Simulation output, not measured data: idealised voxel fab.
This is a process module. Its name is voxel plated lines.
This is section cut - it's 240 nm across, gridded in 5 nm square cells.
If you're reading a cross-section in this doc, picture square cells in a grid; it comes to you as bands, top ones listed first down to the bottom, and a band can be one or more rows of cells.
Band: top height; bottom height; in nm. Then, left to right: material with width in nm, for each material. "everywhere": a single material spanning edge to edge. "air": empty space.
Height 0 is the level under which the wafer as received is all one material. The lowest band goes on downwards, as in "0 nm and below".
Read "30->40" as a graded width: first number on top, second number at the bottom, same change between each pair of neighbouring rows.
Take "remains unaltered" at face value: in the step it is given for, the cross-section changed in none of its cells.
Entry "Fully sealed voids" = empty spaces >= 8 cells with no open way to the top; each as width x height at distance, distance from left edge, all nm.
Step line, after settings: the simulator's comment on this step.
The optional step-line setting "overlay nm" applies to steps with a mask and quantifies how far to the right of its planned location the mask lay, a negative value indicating leftward placement.
[List of planned process steps]
1 op RECEIVE | material Si
2 op CONFORMAL_DEP | material Al2O3 | thk nm 10
3 op DIRECTIONAL_DEP | material TiN | thk nm 5
4 op PATTERN | tone open | mask id LINES | material resist | width nm 30 | pitch nm 60 | thk nm 30 | overlay nm 0
5 op EPI | material Ru | thk nm 10
6 op EPI | material Ru | thk nm 10
7 op STRIP | etch materials resist
8 op DIRECTIONAL_ETCH | etch materials TiN | depth nm 5
9 op CONFORMAL_DEP | material SiN | thk nm 5
[Of two wafers, the first: run according to plan]
[As-received wafer cross-section (after step 1)]
  0 nm and below | Si everywhere
  Fully sealed voids: none
[Upon completion of step 2, the wafer appears in cross-section as shown]
  10 nm to 0 nm | Al2O3 everywhere
  All layers under 0 are left as they were.
[Upon completion of step 3, the wafer appears in cross-section as shown]
  15 nm to 10 nm | TiN everywhere
  All layers under 10 are left as they were.
[Upon completion of step 4, the wafer appears in cross-section as shown]
  45 nm to 15 nm | 15 nm resist, 30 nm air, 30 nm resist, 30 nm air, 30 nm resist, 30 nm air, 30 nm resist, 30 nm air, 15 nm resist
  All layers under 15 are left as they were.
[Upon completion of step 5, the wafer appears in cross-section as shown]
  45 nm to 25 nm | 15 nm resist, 30 nm air, 30 nm resist, 30 nm air, 30 nm resist, 30 nm air, 30 nm resist, 30 nm air, 15 nm resist
  25 nm to 15 nm | 15 nm resist, 30 nm Ru, 30 nm resist, 30 nm Ru, 30 nm resist, 30 nm Ru, 30 nm resist, 30 nm Ru, 15 nm resist
  All layers under 15 are left as they were.
[Upon completion of step 6, the wafer appears in cross-section as shown]
  45 nm to 35 nm | 15 nm resist, 30 nm air, 30 nm resist, 30 nm air, 30 nm resist, 30 nm air, 30 nm resist, 30 nm air, 15 nm resist
  35 nm to 15 nm | 15 nm resist, 30 nm Ru, 30 nm resist, 30 nm Ru, 30 nm resist, 30 nm Ru, 30 nm resist, 30 nm Ru, 15 nm resist
  All layers under 15 are left as they were.
[Upon completion of step 7, the wafer appears in cross-section as shown]
  35 nm to 15 nm | 15 nm air, 30 nm Ru, 30 nm air, 30 nm Ru, 30 nm air, 30 nm Ru, 30 nm air, 30 nm Ru, 15 nm air
  All layers under 15 are left as they were.
[Upon completion of step 8, the wafer appears in cross-section as shown]
  35 nm to 15 nm | 15 nm air, 30 nm Ru, 30 nm air, 30 nm Ru, 30 nm air, 30 nm Ru, 30 nm air, 30 nm Ru, 15 nm air
  15 nm to 10 nm | 15 nm air, 30 nm TiN, 30 nm air, 30 nm TiN, 30 nm air, 30 nm TiN, 30 nm air, 30 nm TiN, 15 nm air
  All layers under 10 are left as they were.
[Upon completion of step 9, the wafer appears in cross-section as shown]
  40 nm to 35 nm | 10 nm air, 40 nm SiN, 20 nm air, 40 nm SiN, 20 nm air, 40 nm SiN, 20 nm air, 40 nm SiN, 10 nm air
  35 nm to 15 nm | 10 nm air, 5 nm SiN, 30 nm Ru, 5 nm SiN, 20 nm air, 5 nm SiN, 30 nm Ru, 5 nm SiN, 20 nm air, 5 nm SiN, 30 nm Ru, 5 nm SiN, 20 nm air, 5 nm SiN, 30 nm Ru, 5 nm SiN, 10 nm air
  15 nm to 10 nm | 15 nm SiN, 30 nm TiN, 30 nm SiN, 30 nm TiN, 30 nm SiN, 30 nm TiN, 30 nm SiN, 30 nm TiN, 15 nm SiN
  All layers under 10 are left as they were.
[Second wafer, same starting conditions and recipe as the first, one mistake in executing it, nothing differs from the first up to and including step 3]
[Planned end of step 4: second wafer, cross-section]
  45 nm to 15 nm | 15 nm air, 30 nm resist, 30 nm air, 30 nm resist, 30 nm air, 30 nm resist, 30 nm air, 30 nm resist, 15 nm air
  All layers under 15 are left as they were.
[Planned end of step 5: second wafer, cross-section]
  45 nm to 25 nm | 15 nm air, 30 nm resist, 30 nm air, 30 nm resist, 30 nm air, 30 nm resist, 30 nm air, 30 nm resist, 15 nm air
  25 nm to 15 nm | 15 nm Ru, 30 nm resist, 30 nm Ru, 30 nm resist, 30 nm Ru, 30 nm resist, 30 nm Ru, 30 nm resist, 15 nm Ru
  All layers under 15 are left as they were.
[Planned end of step 6: second wafer, cross-section]
  45 nm to 35 nm | 15 nm air, 30 nm resist, 30 nm air, 30 nm resist, 30 nm air, 30 nm resist, 30 nm air, 30 nm resist, 15 nm air
  35 nm to 15 nm | 15 nm Ru, 30 nm resist, 30 nm Ru, 30 nm resist, 30 nm Ru, 30 nm resist, 30 nm Ru, 30 nm resist, 15 nm Ru
  All layers under 15 are left as they were.
[Planned end of step 7: second wafer, cross-section]
  35 nm to 15 nm | 15 nm Ru, 30 nm air, 30 nm Ru, 30 nm air, 30 nm Ru, 30 nm air, 30 nm Ru, 30 nm air, 15 nm Ru
  All layers under 15 are left as they were.
[Planned end of step 8: second wafer, cross-section]
  35 nm to 15 nm | 15 nm Ru, 30 nm air, 30 nm Ru, 30 nm air, 30 nm Ru, 30 nm air, 30 nm Ru, 30 nm air, 15 nm Ru
  15 nm to 10 nm | 15 nm TiN, 30 nm air, 30 nm TiN, 30 nm air, 30 nm TiN, 30 nm air, 30 nm TiN, 30 nm air, 15 nm TiN
  All layers under 10 are left as they were.
[Planned end of step 9: second wafer, cross-section]
  40 nm to 35 nm | 20 nm SiN, 20 nm air, 40 nm SiN, 20 nm air, 40 nm SiN, 20 nm air, 40 nm SiN, 20 nm air, 20 nm SiN
  35 nm to 15 nm | 15 nm Ru, 5 nm SiN, 20 nm air, 5 nm SiN, 30 nm Ru, 5 nm SiN, 20 nm air, 5 nm SiN, 30 nm Ru, 5 nm SiN, 20 nm air, 5 nm SiN, 30 nm Ru, 5 nm SiN, 20 nm air, 5 nm SiN, 15 nm Ru
  15 nm to 10 nm | 15 nm TiN, 30 nm SiN, 30 nm TiN, 30 nm SiN, 30 nm TiN, 30 nm SiN, 30 nm TiN, 30 nm SiN, 15 nm TiN
  All layers under 10 are left as they were.
What was the processing mistake? step 4 did not use the planned setting and instead ran as op PATTERN | tone cover | mask id LINES | material resist | width nm 30 | pitch nm 60 | thk nm 30 | overlay nm 0
At the close, every material occupies the same number of cells on the second wafer as on the first, only in different positions.
